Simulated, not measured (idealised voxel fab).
Title: Process Module voxel wiring stack
Each square cell in cross-section cut measures 5 nm, and the section as a whole is 245 nm wide.
The cross-sections in this document take the form of a grid made of square cells. They are written out as bands, in order from top to bottom. Each band consists of one or more rows of cells. What a band's entry tells you: where the top is and where the bottom is, as heights in nm, and after that what lies inside, material by material from left to right, each with its width in nm. Empty space is written as the word "empty", and a single material marked with the word "throughout" occupies the band from edge to edge. All heights in this document are referenced to 0, defined as the level beneath which the wafer, as received, consists entirely of one material. The lowest band is not bounded below; it extends indefinitely downward and is written in the form "top 0, no bottom". Graded width ("30..40"): value in top row of band = first number; value in bottom row = second number; row-to-row change constant. Basically "no alterations made" means that step didn't change any cell in the cross-section. The entry "Cavities, sealed" lists the empty spaces that cover at least 8 cells and have no open path to the top. Each is written as width x height at distance, where the distance is measured from the left edge and all three values are in nm. Post-settings text on a step line: simulator's own remark regarding the step. overlay nm, on a step with a mask: how far to the right of its planned place the mask lay; to the left if negative.

### Process steps (planned)
1: RECEIVE with material Si
2: CONFORMAL_DEP with material SiO2, thk nm 15
3: CONFORMAL_DEP with material SiN, thk nm 5
4: DIRECTIONAL_DEP with material SiO2, thk nm 20
5: DIRECTIONAL_DEP with material aC, thk nm 15
6: PATTERN with tone open, mask id METAL_1, material resist, width nm 20, pitch nm 45, thk nm 30, overlay nm 0
7: DIRECTIONAL_ETCH with etch materials aC, depth nm 15
8: STRIP with etch materials resist
9: DIRECTIONAL_ETCH with etch materials SiO2, depth nm 20
10: DIRECTIONAL_ETCH with etch materials SiN, depth nm 5
11: STRIP with etch materials aC
12: CONFORMAL_DEP with material TiN, thk nm 5
13: FILL_DEP with material W, thk nm 10
14: CMP with height nm 40
15: EPI with material Ru, thk nm 5
16: FILL_DEP with material SiCN, thk nm 5
17: DIRECTIONAL_DEP with material lowk, thk nm 30
18: PATTERN with tone open, mask id METAL_2, material resist, width nm 20, pitch nm 45, thk nm 15, overlay nm 0
19: DIRECTIONAL_ETCH with etch materials lowk, depth nm 15
20: STRIP with etch materials resist
21: DIRECTIONAL_DEP with material aC, thk nm 10
22: PATTERN with tone open, mask id METAL_2_HOLES, material resist, width nm 15, pitch nm 45, thk nm 30, overlay nm 0
23: DIRECTIONAL_ETCH with etch materials aC, depth nm 10
24: STRIP with etch materials resist
25: DIRECTIONAL_ETCH with etch materials lowk, depth nm 15
26: DIRECTIONAL_ETCH with etch materials SiCN, depth nm 5
27: STRIP with etch materials aC
28: CONFORMAL_DEP with material TiN, thk nm 5
29: FILL_DEP with material Ru, thk nm 5
30: CMP with height nm 80
31: CONFORMAL_DEP with material SiCN, thk nm 5
32: DIRECTIONAL_DEP with material lowk, thk nm 30
33: MASKED_ETCH with tone open, mask id METAL_3_HOLES, width nm 15, pitch nm 45, etch materials lowk, depth nm 30, overlay nm 0
34: MASKED_ETCH with tone open, mask id METAL_3, width nm 20, pitch nm 45, etch materials lowk, depth nm 15, overlay nm 0
35: MASKED_ETCH with tone open, mask id METAL_3, width nm 20, pitch nm 45, etch materials SiCN, depth nm 5, overlay nm 0
36: CONFORMAL_DEP with material TiN, thk nm 5
37: FILL_DEP with material Ru, thk nm 10
38: CMP with height nm 115
39: CONFORMAL_DEP with material SiCN, thk nm 5
40: DIRECTIONAL_DEP with material SiO2, thk nm 35
41: DIRECTIONAL_DEP with material aC, thk nm 10
42: PATTERN with tone open, mask id METAL_4, material resist, width nm 20, pitch nm 45, thk nm 25, overlay nm 0
43: DIRECTIONAL_ETCH with etch materials aC, depth nm 10
44: STRIP with etch materials resist
45: DIRECTIONAL_ETCH with etch materials SiO2, depth nm 20
46: STRIP with etch materials aC
47: MASKED_ETCH with tone open, mask id METAL_4_HOLES, width nm 15, pitch nm 45, etch materials SiO2, depth nm 15, overlay nm 0
48: MASKED_ETCH with tone open, mask id METAL_4_HOLES, width nm 15, pitch nm 45, etch materials SiCN, depth nm 5, overlay nm 0
49: CONFORMAL_DEP with material TiN, thk nm 5
50: FILL_DEP with material Cu, thk nm 5
51: CMP with height nm 155
52: CONFORMAL_DEP with material SiN, thk nm 5

### Wafer cross-section on receipt, i.e. after step 1
  top 0, no bottom | Si throughout
  Cavities, sealed: none

### Same starting wafer, same plan as above, one mistake in the execution; this is the cross-section at the end of the module
  top 160, bottom 155 | SiN throughout
  top 155, bottom 140 | 45 SiO2; 5 TiN; 10 Cu; 5 TiN; 25 SiO2; 5 TiN; 10 Cu; 5 TiN; 25 SiO2; 5 TiN; 10 Cu; 5 TiN; 25 SiO2; 5 TiN; 10 Cu; 5 TiN; 45 SiO2
  top 140, bottom 135 | 45 SiO2; 5 TiN; 5 Cu; 10 TiN; 25 SiO2; 5 TiN; 5 Cu; 10 TiN; 25 SiO2; 5 TiN; 5 Cu; 10 TiN; 25 SiO2; 5 TiN; 5 Cu; 10 TiN; 45 SiO2
  top 135, bottom 120 | 45 SiO2; 5 TiN; 5 Cu; 5 TiN; 30 SiO2; 5 TiN; 5 Cu; 5 TiN; 30 SiO2; 5 TiN; 5 Cu; 5 TiN; 30 SiO2; 5 TiN; 5 Cu; 5 TiN; 50 SiO2
  top 120, bottom 115 | 45 SiCN; 15 TiN; 30 SiCN; 15 TiN; 30 SiCN; 15 TiN; 30 SiCN; 15 TiN; 50 SiCN
  top 115, bottom 105 | 45 lowk; 5 TiN; 10 Ru; 5 TiN; 25 lowk; 5 TiN; 10 Ru; 5 TiN; 25 lowk; 5 TiN; 10 Ru; 5 TiN; 25 lowk; 5 TiN; 10 Ru; 5 TiN; 45 lowk
  top 105, bottom 100 | 45 lowk; 5 TiN; 5 Ru; 10 TiN; 25 lowk; 5 TiN; 5 Ru; 10 TiN; 25 lowk; 5 TiN; 5 Ru; 10 TiN; 25 lowk; 5 TiN; 5 Ru; 10 TiN; 45 lowk
  top 100, bottom 85 | 45 lowk; 5 TiN; 5 Ru; 5 TiN; 30 lowk; 5 TiN; 5 Ru; 5 TiN; 30 lowk; 5 TiN; 5 Ru; 5 TiN; 30 lowk; 5 TiN; 5 Ru; 5 TiN; 50 lowk
  top 85, bottom 80 | 45 SiCN; 15 TiN; 30 SiCN; 15 TiN; 30 SiCN; 15 TiN; 30 SiCN; 15 TiN; 50 SiCN
  top 80, bottom 70 | 45 lowk; 5 TiN; 15 Ru; 5 TiN; 20 lowk; 5 TiN; 15 Ru; 5 TiN; 20 lowk; 5 TiN; 15 Ru; 5 TiN; 20 lowk; 5 TiN; 15 Ru; 5 TiN; 40 lowk
  top 70, bottom 65 | 45 lowk; 5 TiN; 5 Ru; 15 TiN; 20 lowk; 5 TiN; 5 Ru; 15 TiN; 20 lowk; 5 TiN; 5 Ru; 15 TiN; 20 lowk; 5 TiN; 5 Ru; 15 TiN; 40 lowk
  top 65, bottom 50 | 45 lowk; 5 TiN; 5 Ru; 5 TiN; 30 lowk; 5 TiN; 5 Ru; 5 TiN; 30 lowk; 5 TiN; 5 Ru; 5 TiN; 30 lowk; 5 TiN; 5 Ru; 5 TiN; 50 lowk
  top 50, bottom 45 | 45 SiCN; 15 TiN; 30 SiCN; 15 TiN; 30 SiCN; 15 TiN; 30 SiCN; 15 TiN; 50 SiCN
  top 45, bottom 40 | 40 SiCN; 30 Ru; 15 SiCN; 30 Ru; 15 SiCN; 30 Ru; 15 SiCN; 30 Ru; 40 SiCN
  top 40, bottom 20 | 45 SiO2; 5 TiN; 10 W; 5 TiN; 25 SiO2; 5 TiN; 10 W; 5 TiN; 25 SiO2; 5 TiN; 10 W; 5 TiN; 25 SiO2; 5 TiN; 10 W; 5 TiN; 45 SiO2
  top 20, bottom 15 | 45 SiN; 20 TiN; 25 SiN; 20 TiN; 25 SiN; 20 TiN; 25 SiN; 20 TiN; 45 SiN
  top 15, bottom 0 | SiO2 throughout
  top 0, no bottom | Si throughout
  Cavities, sealed: none
Want to know what went wrong? step 18 off recipe, ran as PATTERN with tone open, mask id METAL_2, material resist, width nm 25, pitch nm 45, thk nm 15, overlay nm 0
